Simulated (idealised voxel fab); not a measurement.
You're looking at the process module voxel transistor to metal.
Each square cell in cross-section cut measures 5 nm, and the section as a whole is 155 nm wide.
Each cross-section below is a grid of square cells, stated as bands in top-down order, with one or more rows of cells making up each band. For a band, the entry starts with two heights in nm, that of the top and then that of the bottom, and carries on with the band's materials in order from left to right, each alongside its width in nm; the word "all across" beside a single material means it fills the band edge to edge, and "blank" means empty space. A quick word on heights: they are counted from 0, and under that level the wafer as it came to us is one material throughout. The lowest band is different from the rest in having no bottom; it simply continues downward, written as in "0 nm and below". Quick explanation for "30->40": the width changes in equal steps down the rows of cells, from the first number in the band's top row to the second number in its bottom row. Step marked "no change occurred"? Then no cell in the cross-section changed in it. Empty spaces counting at least 8 cells and having no open way to the top are listed in "Voids, sealed". The notation width x height at distance is used for each, the distance being from the left edge and all three values in nm. Formally, on a step line, whatever follows the settings is a remark that the simulator itself makes on the step. overlay nm: right-of-plan distance of the mask on a masked step; negative values mean left-of-plan. Each of the pairs that make up the rest of this document says: here is the cross-section before one process step, here is the cross-section after it, drawn only down to the lowest band that changed, and here, under the pair, is the step lying between them with its settings. Different pairs may come from different runs of this module on the same starting wafer, so a pair continues from the pair above it only where its entry headed "Pre-step condition" says so.

**Pre-step condition**
    0 nm and below  Si all across
    Voids, sealed: none

**Post-Step Snapshot**
    0 nm to -5 nm  SiO2 all across
    Under -5: no change, same as before.
    Voids, sealed: none
Going from one cross-section above to the next, the wafer undergoes OXIDIZE (depth nm 5)

Pre-step condition: check the pair just above; its after cross-section is our before state.

**Post-Step Snapshot**
    10 nm to 0 nm  SiN all across
    Under 0: no change, same as before.
    Voids, sealed: none
Going from one cross-section above to the next, the wafer undergoes CONFORMAL_DEP (material SiN; thk nm 10)

Pre-step condition: check the pair just above; its after cross-section is our before state.

**Post-Step Snapshot**
    25 nm to 10 nm  blank 20 nm, then resist 110 nm, then blank 25 nm
    Under 10: no change, same as before.
    Voids, sealed: none
Going from one cross-section above to the next, the wafer undergoes PATTERN (tone cover; mask id ACTIVE; material resist; width nm 110; thk nm 15; overlay nm 0)

Pre-step condition: check the pair just above; its after cross-section is our before state.

**Post-Step Snapshot**
    25 nm to 10 nm  blank 20 nm, then resist 110 nm, then blank 25 nm
    10 nm to 0 nm  blank 20 nm, then SiN 110 nm, then blank 25 nm
    Under 0: no change, same as before.
    Voids, sealed: none
Going from one cross-section above to the next, the wafer undergoes DIRECTIONAL_ETCH (etch materials SiN; depth nm 10)

Pre-step condition: check the pair just above; its after cross-section is our before state.

**Post-Step Snapshot**
    25 nm to 10 nm  blank 20 nm, then resist 110 nm, then blank 25 nm
    10 nm to 0 nm  blank 20 nm, then SiN 110 nm, then blank 25 nm
    0 nm to -5 nm  blank 20 nm, then SiO2 110 nm, then blank 25 nm
    Under -5: no change, same as before.
    Voids, sealed: none
Going from one cross-section above to the next, the wafer undergoes DIRECTIONAL_ETCH (etch materials SiO2; depth nm 5)

Pre-step condition: check the pair just above; its after cross-section is our before state.

**Post-Step Snapshot**
    25 nm to 10 nm  blank 20 nm, then resist 110 nm, then blank 25 nm
    10 nm to 0 nm  blank 20 nm, then SiN 110 nm, then blank 25 nm
    0 nm to -5 nm  blank 20 nm, then SiO2 110 nm, then blank 25 nm
    -5 nm to -25 nm  blank 20 nm, then Si 110 nm, then blank 25 nm
    Under -25: no change, same as before.
    Voids, sealed: none
Going from one cross-section above to the next, the wafer undergoes DIRECTIONAL_ETCH (etch materials Si; depth nm 20)

Pre-step condition: check the pair just above; its after cross-section is our before state.

**Post-Step Snapshot**
    10 nm to 0 nm  blank 20 nm, then SiN 110 nm, then blank 25 nm
    Under 0: no change, same as before.
    Voids, sealed: none
Going from one cross-section above to the next, the wafer undergoes STRIP (etch materials resist)

Pre-step condition: check the pair just above; its after cross-section is our before state.

**Post-Step Snapshot**
    10 nm to 0 nm  blank 20 nm, then SiN 110 nm, then blank 25 nm
    0 nm to -5 nm  blank 20 nm, then SiO2 110 nm, then blank 25 nm
    -5 nm to -25 nm  blank 20 nm, then SiO2 5 nm, then Si 100 nm, then SiO2 5 nm, then blank 25 nm
    -25 nm to -30 nm  SiO2 25 nm, then Si 100 nm, then SiO2 30 nm
    Under -30: no change, same as before.
    Voids, sealed: none
Going from one cross-section above to the next, the wafer undergoes OXIDIZE (depth nm 5)

Pre-step condition: check the pair just above; its after cross-section is our before state.

**Post-Step Snapshot**
    15 nm to 10 nm  SiO2 all across
    10 nm to 0 nm  SiO2 20 nm, then SiN 110 nm, then SiO2 25 nm
    0 nm to -5 nm  SiO2 all across
    -5 nm to -30 nm  SiO2 25 nm, then Si 100 nm, then SiO2 30 nm
    Under -30: no change, same as before.
    Voids, sealed: none
Going from one cross-section above to the next, the wafer undergoes FILL_DEP (material SiO2; thk nm 5)

Pre-step condition: check the pair just above; its after cross-section is our before state.

**Post-Step Snapshot**
    10 nm to 0 nm  SiO2 20 nm, then SiN 110 nm, then SiO2 25 nm
    Under 0: no change, same as before.
    Voids, sealed: none
Going from one cross-section above to the next, the wafer undergoes CMP (height nm 10)

Pre-step condition: check the pair just above; its after cross-section is our before state.

**Post-Step Snapshot**
    10 nm to 5 nm  blank 20 nm, then SiN 110 nm, then blank 25 nm
    Under 5: no change, same as before.
    Voids, sealed: none
Going from one cross-section above to the next, the wafer undergoes SELECTIVE_ETCH (etch materials SiO2; depth nm 5)

Pre-step condition: check the pair just above; its after cross-section is our before state.

**Post-Step Snapshot**
    5 nm to 0 nm  SiO2 20 nm, then blank 110 nm, then SiO2 25 nm
    Under 0: no change, same as before.
    Voids, sealed: none
Going from one cross-section above to the next, the wafer undergoes STRIP (etch materials SiN)

Pre-step condition: check the pair just above; its after cross-section is our before state.

**Post-Step Snapshot**
    0 nm to -5 nm  SiO2 15 nm, then blank 120 nm, then SiO2 20 nm
    Under -5: no change, same as before.
    Voids, sealed: none
Going from one cross-section above to the next, the wafer undergoes SELECTIVE_ETCH (etch materials SiO2; depth nm 5)

Pre-step condition: check the pair just above; its after cross-section is our before state.

**Post-Step Snapshot**
    0 nm to -5 nm  SiO2 15 nm, then blank 120 nm, then SiO2 20 nm
    -5 nm to -10 nm  SiO2 all across
    Under -10: no change, same as before.
    Voids, sealed: none
Going from one cross-section above to the next, the wafer undergoes OXIDIZE (depth nm 5)

Pre-step condition: check the pair just above; its after cross-section is our before state.

**Post-Step Snapshot**
    25 nm to 20 nm  polySi 15 nm, then blank 120 nm, then polySi 20 nm
    20 nm to 0 nm  polySi all across
    0 nm to -5 nm  SiO2 15 nm, then polySi 120 nm, then SiO2 20 nm
    Under -5: no change, same as before.
    Voids, sealed: none
Going from one cross-section above to the next, the wafer undergoes DIRECTIONAL_DEP (material polySi; thk nm 25)

Pre-step condition: check the pair just above; its after cross-section is our before state.

**Post-Step Snapshot**
    40 nm to 35 nm  SiCN 15 nm, then blank 120 nm, then SiCN 20 nm
    35 nm to 25 nm  SiCN all across
    25 nm to 20 nm  polySi 15 nm, then SiCN 120 nm, then polySi 20 nm
    Under 20: no change, same as before.
    Voids, sealed: none
Going from one cross-section above to the next, the wafer undergoes DIRECTIONAL_DEP (material SiCN; thk nm 15)

Pre-step condition: check the pair just above; its after cross-section is our before state.

**Post-Step Snapshot**
    50 nm to 45 nm  aC 15 nm, then blank 120 nm, then aC 20 nm
    45 nm to 40 nm  aC all across
    40 nm to 35 nm  SiCN 15 nm, then aC 120 nm, then SiCN 20 nm
    Under 35: no change, same as before.
    Voids, sealed: none
Going from one cross-section above to the next, the wafer undergoes DIRECTIONAL_DEP (material aC; thk nm 10)

Pre-step condition: check the pair just above; its after cross-section is our before state.

**Post-Step Snapshot**
    80 nm to 50 nm  blank 60 nm, then resist 30 nm, then blank 65 nm
    50 nm to 45 nm  aC 15 nm, then blank 45 nm, then resist 30 nm, then blank 45 nm, then aC 20 nm
    Under 45: no change, same as before.
    Voids, sealed: none
Going from one cross-section above to the next, the wafer undergoes PATTERN (tone cover; mask id GATE; material resist; width nm 30; thk nm 30; overlay nm 0)

Pre-step condition: check the pair just above; its after cross-section is our before state.

**Post-Step Snapshot**
    70 nm to 45 nm  blank 60 nm, then resist 30 nm, then blank 65 nm
    45 nm to 40 nm  blank 60 nm, then aC 30 nm, then blank 65 nm
    40 nm to 35 nm  SiCN 15 nm, then blank 45 nm, then aC 30 nm, then blank 45 nm, then SiCN 20 nm
    Under 35: no change, same as before.
    Voids, sealed: none
Going from one cross-section above to the next, the wafer undergoes DIRECTIONAL_ETCH (etch materials aC; depth nm 10)

Pre-step condition: check the pair just above; its after cross-section is our before state.

**Post-Step Snapshot**
    45 nm to 40 nm  blank 60 nm, then aC 30 nm, then blank 65 nm
    Under 40: no change, same as before.
    Voids, sealed: none
Going from one cross-section above to the next, the wafer undergoes STRIP (etch materials resist)

Pre-step condition: check the pair just above; its after cross-section is our before state.

**Post-Step Snapshot**
    45 nm to 35 nm  blank 60 nm, then aC 30 nm, then blank 65 nm
    35 nm to 25 nm  blank 60 nm, then SiCN 30 nm, then blank 65 nm
    25 nm to 20 nm  polySi 15 nm, then blank 45 nm, then SiCN 30 nm, then blank 45 nm, then polySi 20 nm
    Under 20: no change, same as before.
    Voids, sealed: none
Going from one cross-section above to the next, the wafer undergoes DIRECTIONAL_ETCH (etch materials SiCN; depth nm 25)

Pre-step condition: check the pair just above; its after cross-section is our before state.

**Post-Step Snapshot**
    45 nm to 35 nm  blank 60 nm, then aC 30 nm, then blank 65 nm
    35 nm to 20 nm  blank 60 nm, then SiCN 30 nm, then blank 65 nm
    20 nm to 0 nm  blank 60 nm, then polySi 30 nm, then blank 65 nm
    0 nm to -5 nm  SiO2 15 nm, then blank 45 nm, then polySi 30 nm, then blank 45 nm, then SiO2 20 nm
    Under -5: no change, same as before.
    Voids, sealed: none
Going from one cross-section above to the next, the wafer undergoes DIRECTIONAL_ETCH (etch materials polySi; depth nm 35)

Pre-step condition: check the pair just above; its after cross-section is our before state.

**Post-Step Snapshot**
    35 nm to 20 nm  blank 60 nm, then SiCN 30 nm, then blank 65 nm
    Under 20: no change, same as before.
    Voids, sealed: none
Going from one cross-section above to the next, the wafer undergoes STRIP (etch materials aC)

Pre-step condition: check the pair just above; its after cross-section is our before state.

**Post-Step Snapshot**
    40 nm to 35 nm  blank 55 nm, then SiO2 40 nm, then blank 60 nm
    35 nm to 20 nm  blank 55 nm, then SiO2 5 nm, then SiCN 30 nm, then SiO2 5 nm, then blank 60 nm
    20 nm to 5 nm  blank 55 nm, then SiO2 5 nm, then polySi 30 nm, then SiO2 5 nm, then blank 60 nm
    5 nm to 0 nm  SiO2 20 nm, then blank 35 nm, then SiO2 5 nm, then polySi 30 nm, then SiO2 5 nm, then blank 35 nm, then SiO2 25 nm
    0 nm to -5 nm  SiO2 60 nm, then polySi 30 nm, then SiO2 65 nm
    Under -5: no change, same as before.
    Voids, sealed: none
Going from one cross-section above to the next, the wafer undergoes CONFORMAL_DEP (material SiO2; thk nm 5)

Pre-step condition: check the pair just above; its after cross-section is our before state.

**Post-Step Snapshot**
    35 nm to 20 nm  blank 55 nm, then SiO2 5 nm, then SiCN 30 nm, then SiO2 5 nm, then blank 60 nm
    20 nm to 0 nm  blank 55 nm, then SiO2 5 nm, then polySi 30 nm, then SiO2 5 nm, then blank 60 nm
    0 nm to -5 nm  SiO2 20 nm, then blank 35 nm, then SiO2 5 nm, then polySi 30 nm, then SiO2 5 nm, then blank 35 nm, then SiO2 25 nm
    Under -5: no change, same as before.
    Voids, sealed: none
Going from one cross-section above to the next, the wafer undergoes DIRECTIONAL_ETCH (etch materials SiO2; depth nm 5)

Pre-step condition: check the pair just above; its after cross-section is our before state.

**Post-Step Snapshot**
    40 nm to 35 nm  blank 50 nm, then SiN 50 nm, then blank 55 nm
    35 nm to 20 nm  blank 50 nm, then SiN 5 nm, then SiO2 5 nm, then SiCN 30 nm, then SiO2 5 nm, then SiN 5 nm, then blank 55 nm
    20 nm to 5 nm  blank 50 nm, then SiN 5 nm, then SiO2 5 nm, then polySi 30 nm, then SiO2 5 nm, then SiN 5 nm, then blank 55 nm
    5 nm to 0 nm  SiN 25 nm, then blank 25 nm, then SiN 5 nm, then SiO2 5 nm, then polySi 30 nm, then SiO2 5 nm, then SiN 5 nm, then blank 25 nm, then SiN 30 nm
    0 nm to -5 nm  SiO2 20 nm, then SiN 35 nm, then SiO2 5 nm, then polySi 30 nm, then SiO2 5 nm, then SiN 35 nm, then SiO2 25 nm
    Under -5: no change, same as before.
    Voids, sealed: none
Going from one cross-section above to the next, the wafer undergoes CONFORMAL_DEP (material SiN; thk nm 5)

Pre-step condition: check the pair just above; its after cross-section is our before state.

**Post-Step Snapshot**
    35 nm to 20 nm  blank 50 nm, then SiN 5 nm, then SiO2 5 nm, then SiCN 30 nm, then SiO2 5 nm, then SiN 5 nm, then blank 55 nm
    20 nm to 0 nm  blank 50 nm, then SiN 5 nm, then SiO2 5 nm, then polySi 30 nm, then SiO2 5 nm, then SiN 5 nm, then blank 55 nm
    0 nm to -5 nm  SiO2 20 nm, then SiN 5 nm, then blank 25 nm, then SiN 5 nm, then SiO2 5 nm, then polySi 30 nm, then SiO2 5 nm, then SiN 5 nm, then blank 25 nm, then SiN 5 nm, then SiO2 25 nm
    Under -5: no change, same as before.
    Voids, sealed: none
Going from one cross-section above to the next, the wafer undergoes DIRECTIONAL_ETCH (etch materials SiN; depth nm 5)

Pre-step condition: check the pair just above; its after cross-section is our before state.

**Post-Step Snapshot**
    35 nm to 30 nm  blank 50 nm, then SiN 5 nm, then blank 5 nm, then SiCN 30 nm, then blank 5 nm, then SiN 5 nm, then blank 55 nm
    30 nm to 20 nm  blank 50 nm, then SiN 5 nm, then SiO2 5 nm, then SiCN 30 nm, then SiO2 5 nm, then SiN 5 nm, then blank 55 nm
    20 nm to 0 nm  blank 50 nm, then SiN 5 nm, then SiO2 5 nm, then polySi 30 nm, then SiO2 5 nm, then SiN 5 nm, then blank 55 nm
    0 nm to -5 nm  blank 20 nm, then SiN 5 nm, then blank 25 nm, then SiN 5 nm, then SiO2 5 nm, then polySi 30 nm, then SiO2 5 nm, then SiN 5 nm, then blank 25 nm, then SiN 5 nm, then blank 25 nm
    -5 nm to -10 nm  SiO2 25 nm, then blank 25 nm, then SiO2 50 nm, then blank 25 nm, then SiO2 30 nm
    Under -10: no change, same as before.
    Voids, sealed: none
Going from one cross-section above to the next, the wafer undergoes DIRECTIONAL_ETCH (etch materials SiO2; depth nm 5)

Pre-step condition: check the pair just above; its after cross-section is our before state.

**Post-Step Snapshot**
    35 nm to 30 nm  blank 50 nm, then SiN 5 nm, then blank 5 nm, then SiCN 30 nm, then blank 5 nm, then SiN 5 nm, then blank 55 nm
    30 nm to 20 nm  blank 50 nm, then SiN 5 nm, then SiO2 5 nm, then SiCN 30 nm, then SiO2 5 nm, then SiN 5 nm, then blank 55 nm
    20 nm to 0 nm  blank 50 nm, then SiN 5 nm, then SiO2 5 nm, then polySi 30 nm, then SiO2 5 nm, then SiN 5 nm, then blank 55 nm
    0 nm to -5 nm  blank 20 nm, then SiN 5 nm, then blank 25 nm, then SiN 5 nm, then SiO2 5 nm, then polySi 30 nm, then SiO2 5 nm, then SiN 5 nm, then blank 25 nm, then SiN 5 nm, then blank 25 nm
    -5 nm to -10 nm  SiO2 25 nm, then blank 25 nm, then SiO2 50 nm, then blank 25 nm, then SiO2 30 nm
    -10 nm to -15 nm  SiO2 25 nm, then blank 25 nm, then Si 50 nm, then blank 25 nm, then SiO2 30 nm
    Under -15: no change, same as before.
    Voids, sealed: none
Going from one cross-section above to the next, the wafer undergoes DIRECTIONAL_ETCH (etch materials Si; depth nm 5)

Pre-step condition: check the pair just above; its after cross-section is our before state.

**Post-Step Snapshot**
    35 nm to 30 nm  blank 50 nm, then SiN 5 nm, then blank 5 nm, then SiCN 30 nm, then blank 5 nm, then SiN 5 nm, then blank 55 nm
    30 nm to 20 nm  blank 50 nm, then SiN 5 nm, then SiO2 5 nm, then SiCN 30 nm, then SiO2 5 nm, then SiN 5 nm, then blank 55 nm
    20 nm to 0 nm  blank 50 nm, then SiN 5 nm, then SiO2 5 nm, then polySi 30 nm, then SiO2 5 nm, then SiN 5 nm, then blank 55 nm
    0 nm to -5 nm  blank 20 nm, then SiN 5 nm, then blank 15 nm, then pSi 10 nm, then SiN 5 nm, then SiO2 5 nm, then polySi 30 nm, then SiO2 5 nm, then SiN 5 nm, then pSi 10 nm, then blank 15 nm, then SiN 5 nm, then blank 25 nm
    -5 nm to -10 nm  SiO2 25 nm, then pSi 25 nm, then SiO2 50 nm, then pSi 25 nm, then SiO2 30 nm
    -10 nm to -15 nm  SiO2 25 nm, then pSi 25 nm, then Si 50 nm, then pSi 25 nm, then SiO2 30 nm
    Under -15: no change, same as before.
    Voids, sealed: none
Going from one cross-section above to the next, the wafer undergoes EPI (material pSi; thk nm 10)

Pre-step condition: check the pair just above; its after cross-section is our before state.

**Post-Step Snapshot**
    40 nm to 35 nm  SiO2 all across
    35 nm to 20 nm  SiO2 50 nm, then SiN 5 nm, then SiO2 5 nm, then SiCN 30 nm, then SiO2 5 nm, then SiN 5 nm, then SiO2 55 nm
    20 nm to 0 nm  SiO2 50 nm, then SiN 5 nm, then SiO2 5 nm, then polySi 30 nm, then SiO2 5 nm, then SiN 5 nm, then SiO2 55 nm
    0 nm to -5 nm  SiO2 20 nm, then SiN 5 nm, then SiO2 15 nm, then pSi 10 nm, then SiN 5 nm, then SiO2 5 nm, then polySi 30 nm, then SiO2 5 nm, then SiN 5 nm, then pSi 10 nm, then SiO2 15 nm, then SiN 5 nm, then SiO2 25 nm
    Under -5: no change, same as before.
    Voids, sealed: none
Going from one cross-section above to the next, the wafer undergoes FILL_DEP (material SiO2; thk nm 5)

Pre-step condition: check the pair just above; its after cross-section is our before state.

**Post-Step Snapshot**
    20 nm to 0 nm  SiO2 50 nm, then SiN 5 nm, then SiO2 5 nm, then polySi 30 nm, then SiO2 5 nm, then SiN 5 nm, then SiO2 55 nm
    Under 0: no change, same as before.
    Voids, sealed: none
Going from one cross-section above to the next, the wafer undergoes CMP (height nm 20)

Pre-step condition: check the pair just above; its after cross-section is our before state.

**Post-Step Snapshot**
    20 nm to 0 nm  SiO2 50 nm, then SiN 5 nm, then SiO2 5 nm, then blank 30 nm, then SiO2 5 nm, then SiN 5 nm, then SiO2 55 nm
    0 nm to -5 nm  SiO2 20 nm, then SiN 5 nm, then SiO2 15 nm, then pSi 10 nm, then SiN 5 nm, then SiO2 5 nm, then blank 30 nm, then SiO2 5 nm, then SiN 5 nm, then pSi 10 nm, then SiO2 15 nm, then SiN 5 nm, then SiO2 25 nm
    Under -5: no change, same as before.
    Voids, sealed: none
Going from one cross-section above to the next, the wafer undergoes STRIP (etch materials polySi)

Pre-step condition: check the pair just above; its after cross-section is our before state.

**Post-Step Snapshot**
    20 nm to 15 nm  blank 50 nm, then SiN 5 nm, then blank 40 nm, then SiN 5 nm, then blank 55 nm
    15 nm to 0 nm  SiO2 50 nm, then SiN 5 nm, then blank 40 nm, then SiN 5 nm, then SiO2 55 nm
    0 nm to -5 nm  SiO2 20 nm, then SiN 5 nm, then SiO2 15 nm, then pSi 10 nm, then SiN 5 nm, then blank 40 nm, then SiN 5 nm, then pSi 10 nm, then SiO2 15 nm, then SiN 5 nm, then SiO2 25 nm
    -5 nm to -10 nm  SiO2 25 nm, then pSi 25 nm, then SiO2 5 nm, then blank 40 nm, then SiO2 5 nm, then pSi 25 nm, then SiO2 30 nm
    Under -10: no change, same as before.
    Voids, sealed: none
Going from one cross-section above to the next, the wafer undergoes SELECTIVE_ETCH (etch materials SiO2; depth nm 5)

Pre-step condition: check the pair just above; its after cross-section is our before state.

**Post-Step Snapshot**
    25 nm to 20 nm  blank 45 nm, then HfO2 15 nm, then blank 30 nm, then HfO2 15 nm, then blank 50 nm
    20 nm to 15 nm  HfO2 50 nm, then SiN 5 nm, then HfO2 5 nm, then blank 30 nm, then HfO2 5 nm, then SiN 5 nm, then HfO2 55 nm
    15 nm to 0 nm  SiO2 50 nm, then SiN 5 nm, then HfO2 5 nm, then blank 30 nm, then HfO2 5 nm, then SiN 5 nm, then SiO2 55 nm
    0 nm to -5 nm  SiO2 20 nm, then SiN 5 nm, then SiO2 15 nm, then pSi 10 nm, then SiN 5 nm, then HfO2 5 nm, then blank 30 nm, then HfO2 5 nm, then SiN 5 nm, then pSi 10 nm, then SiO2 15 nm, then SiN 5 nm, then SiO2 25 nm
    -5 nm to -10 nm  SiO2 25 nm, then pSi 25 nm, then SiO2 5 nm, then HfO2 40 nm, then SiO2 5 nm, then pSi 25 nm, then SiO2 30 nm
    Under -10: no change, same as before.
    Voids, sealed: none
Going from one cross-section above to the next, the wafer undergoes CONFORMAL_DEP (material HfO2; thk nm 5)

Pre-step condition: check the pair just above; its after cross-section is our before state.

**Post-Step Snapshot**
    30 nm to 25 nm  blank 40 nm, then TiN 25 nm, then blank 20 nm, then TiN 25 nm, then blank 45 nm
    25 nm to 20 nm  TiN 45 nm, then HfO2 15 nm, then TiN 5 nm, then blank 20 nm, then TiN 5 nm, then HfO2 15 nm, then TiN 50 nm
    20 nm to 15 nm  HfO2 50 nm, then SiN 5 nm, then HfO2 5 nm, then TiN 5 nm, then blank 20 nm, then TiN 5 nm, then HfO2 5 nm, then SiN 5 nm, then HfO2 55 nm
    15 nm to 0 nm  SiO2 50 nm, then SiN 5 nm, then HfO2 5 nm, then TiN 5 nm, then blank 20 nm, then TiN 5 nm, then HfO2 5 nm, then SiN 5 nm, then SiO2 55 nm
    0 nm to -5 nm  SiO2 20 nm, then SiN 5 nm, then SiO2 15 nm, then pSi 10 nm, then SiN 5 nm, then HfO2 5 nm, then TiN 30 nm, then HfO2 5 nm, then SiN 5 nm, then pSi 10 nm, then SiO2 15 nm, then SiN 5 nm, then SiO2 25 nm
    Under -5: no change, same as before.
    Voids, sealed: none
Going from one cross-section above to the next, the wafer undergoes CONFORMAL_DEP (material TiN; thk nm 5)

Pre-step condition: check the pair just above; its after cross-section is our before state.

**Post-Step Snapshot**
    35 nm to 30 nm  W all across
    30 nm to 25 nm  W 40 nm, then TiN 25 nm, then W 20 nm, then TiN 25 nm, then W 45 nm
    25 nm to 20 nm  TiN 45 nm, then HfO2 15 nm, then TiN 5 nm, then W 20 nm, then TiN 5 nm, then HfO2 15 nm, then TiN 50 nm
    20 nm to 15 nm  HfO2 50 nm, then SiN 5 nm, then HfO2 5 nm, then TiN 5 nm, then W 20 nm, then TiN 5 nm, then HfO2 5 nm, then SiN 5 nm, then HfO2 55 nm
    15 nm to 0 nm  SiO2 50 nm, then SiN 5 nm, then HfO2 5 nm, then TiN 5 nm, then W 20 nm, then TiN 5 nm, then HfO2 5 nm, then SiN 5 nm, then SiO2 55 nm
    Under 0: no change, same as before.
    Voids, sealed: none
Going from one cross-section above to the next, the wafer undergoes FILL_DEP (material W; thk nm 5)

Pre-step condition: check the pair just above; its after cross-section is our before state.

**Post-Step Snapshot**
    15 nm to 0 nm  SiO2 50 nm, then SiN 5 nm, then HfO2 5 nm, then TiN 5 nm, then W 20 nm, then TiN 5 nm, then HfO2 5 nm, then SiN 5 nm, then SiO2 55 nm
    Under 0: no change, same as before.
    Voids, sealed: none
Going from one cross-section above to the next, the wafer undergoes CMP (height nm 15)

Pre-step condition: check the pair just above; its after cross-section is our before state.

**Post-Step Snapshot**
    25 nm to 15 nm  SiO2 all across
    Under 15: no change, same as before.
    Voids, sealed: none
Going from one cross-section above to the next, the wafer undergoes DIRECTIONAL_DEP (material SiO2; thk nm 10)

Pre-step condition: check the pair just above; its after cross-section is our before state.

**Post-Step Snapshot**
    45 nm to 25 nm  resist 25 nm, then blank 20 nm, then resist 60 nm, then blank 20 nm, then resist 30 nm
    Under 25: no change, same as before.
    Voids, sealed: none
Going from one cross-section above to the next, the wafer undergoes PATTERN (tone open; mask id CONTACT; material resist; width nm 20; pitch nm 80; thk nm 20; overlay nm 0)

Pre-step condition: check the pair just above; its after cross-section is our before state.

**Post-Step Snapshot**
    45 nm to 25 nm  resist 25 nm, then blank 20 nm, then resist 60 nm, then blank 20 nm, then resist 30 nm
    25 nm to 15 nm  SiO2 25 nm, then blank 20 nm, then SiO2 60 nm, then blank 20 nm, then SiO2 30 nm
    15 nm to 0 nm  SiO2 25 nm, then blank 20 nm, then SiO2 5 nm, then SiN 5 nm, then HfO2 5 nm, then TiN 5 nm, then W 20 nm, then TiN 5 nm, then HfO2 5 nm, then SiN 5 nm, then SiO2 5 nm, then blank 20 nm, then SiO2 30 nm
    0 nm to -5 nm  SiO2 20 nm, then SiN 5 nm, then blank 15 nm, then pSi 10 nm, then SiN 5 nm, then HfO2 5 nm, then TiN 30 nm, then HfO2 5 nm, then SiN 5 nm, then pSi 10 nm, then blank 15 nm, then SiN 5 nm, then SiO2 25 nm
    Under -5: no change, same as before.
    Voids, sealed: none
Going from one cross-section above to the next, the wafer undergoes DIRECTIONAL_ETCH (etch materials SiO2; depth nm 30)

Pre-step condition: check the pair just above; its after cross-section is our before state.

**Post-Step Snapshot**
    25 nm to 15 nm  SiO2 25 nm, then blank 20 nm, then SiO2 60 nm, then blank 20 nm, then SiO2 30 nm
    Under 15: no change, same as before.
    Voids, sealed: none
Going from one cross-section above to the next, the wafer undergoes STRIP (etch materials resist)

Pre-step condition: check the pair just above; its after cross-section is our before state.

**Post-Step Snapshot**
    30 nm to 25 nm  TiN 30 nm, then blank 10 nm, then TiN 70 nm, then blank 10 nm, then TiN 35 nm
    25 nm to 15 nm  SiO2 25 nm, then TiN 5 nm, then blank 10 nm, then TiN 5 nm, then SiO2 60 nm, then TiN 5 nm, then blank 10 nm, then TiN 5 nm, then SiO2 30 nm
    15 nm to 5 nm  SiO2 25 nm, then TiN 5 nm, then blank 10 nm, then TiN 5 nm, then SiO2 5 nm, then SiN 5 nm, then HfO2 5 nm, then TiN 5 nm, then W 20 nm, then TiN 5 nm, then HfO2 5 nm, then SiN 5 nm, then SiO2 5 nm, then TiN 5 nm, then blank 10 nm, then TiN 5 nm, then SiO2 30 nm
    5 nm to 0 nm  SiO2 25 nm, then TiN 5 nm, then blank 5 nm, then TiN 10 nm, then SiO2 5 nm, then SiN 5 nm, then HfO2 5 nm, then TiN 5 nm, then W 20 nm, then TiN 5 nm, then HfO2 5 nm, then SiN 5 nm, then SiO2 5 nm, then TiN 10 nm, then blank 5 nm, then TiN 5 nm, then SiO2 30 nm
    0 nm to -5 nm  SiO2 20 nm, then SiN 5 nm, then TiN 15 nm, then pSi 10 nm, then SiN 5 nm, then HfO2 5 nm, then TiN 30 nm, then HfO2 5 nm, then SiN 5 nm, then pSi 10 nm, then TiN 15 nm, then SiN 5 nm, then SiO2 25 nm
    Under -5: no change, same as before.
    Voids, sealed: none
Going from one cross-section above to the next, the wafer undergoes CONFORMAL_DEP (material TiN; thk nm 5)

Pre-step condition: check the pair just above; its after cross-section is our before state.

**Post-Step Snapshot**
    40 nm to 30 nm  W all across
    30 nm to 25 nm  TiN 30 nm, then W 10 nm, then TiN 70 nm, then W 10 nm, then TiN 35 nm
    25 nm to 15 nm  SiO2 25 nm, then TiN 5 nm, then W 10 nm, then TiN 5 nm, then SiO2 60 nm, then TiN 5 nm, then W 10 nm, then TiN 5 nm, then SiO2 30 nm
    15 nm to 5 nm  SiO2 25 nm, then TiN 5 nm, then W 10 nm, then TiN 5 nm, then SiO2 5 nm, then SiN 5 nm, then HfO2 5 nm, then TiN 5 nm, then W 20 nm, then TiN 5 nm, then HfO2 5 nm, then SiN 5 nm, then SiO2 5 nm, then TiN 5 nm, then W 10 nm, then TiN 5 nm, then SiO2 30 nm
    5 nm to 0 nm  SiO2 25 nm, then TiN 5 nm, then W 5 nm, then TiN 10 nm, then SiO2 5 nm, then SiN 5 nm, then HfO2 5 nm, then TiN 5 nm, then W 20 nm, then TiN 5 nm, then HfO2 5 nm, then SiN 5 nm, then SiO2 5 nm, then TiN 10 nm, then W 5 nm, then TiN 5 nm, then SiO2 30 nm
    Under 0: no change, same as before.
    Voids, sealed: none
Going from one cross-section above to the next, the wafer undergoes FILL_DEP (material W; thk nm 10)

Pre-step condition: check the pair just above; its after cross-section is our before state.

**Post-Step Snapshot**
    25 nm to 15 nm  SiO2 25 nm, then TiN 5 nm, then W 10 nm, then TiN 5 nm, then SiO2 60 nm, then TiN 5 nm, then W 10 nm, then TiN 5 nm, then SiO2 30 nm
    Under 15: no change, same as before.
    Voids, sealed: none
Going from one cross-section above to the next, the wafer undergoes CMP (height nm 25)

Pre-step condition: check the pair just above; its after cross-section is our before state.

**Post-Step Snapshot**
    30 nm to 25 nm  TiN all across
    Under 25: no change, same as before.
    Voids, sealed: none
Going from one cross-section above to the next, the wafer undergoes DIRECTIONAL_DEP (material TiN; thk nm 5)

Pre-step condition: check the pair just above; its after cross-section is our before state.

**Post-Step Snapshot**
    55 nm to 30 nm  W all across
    Under 30: no change, same as before.
    Voids, sealed: none
Going from one cross-section above to the next, the wafer undergoes DIRECTIONAL_DEP (material W; thk nm 25)

Pre-step condition: check the pair just above; its after cross-section is our before state.

**Post-Step Snapshot**
    75 nm to 55 nm  blank 25 nm, then resist 20 nm, then blank 60 nm, then resist 20 nm, then blank 30 nm
    Under 55: no change, same as before.
    Voids, sealed: none
Going from one cross-section above to the next, the wafer undergoes PATTERN (tone cover; mask id METAL_1; material resist; width nm 20; pitch nm 80; thk nm 20; overlay nm 0)

Pre-step condition: check the pair just above; its after cross-section is our before state.

**Post-Step Snapshot**
    75 nm to 55 nm  blank 25 nm, then resist 20 nm, then blank 60 nm, then resist 20 nm, then blank 30 nm
    55 nm to 30 nm  blank 25 nm, then W 20 nm, then blank 60 nm, then W 20 nm, then blank 30 nm
    Under 30: no change, same as before.
    Voids, sealed: none
Going from one cross-section above to the next, the wafer undergoes DIRECTIONAL_ETCH (etch materials W; depth nm 25)
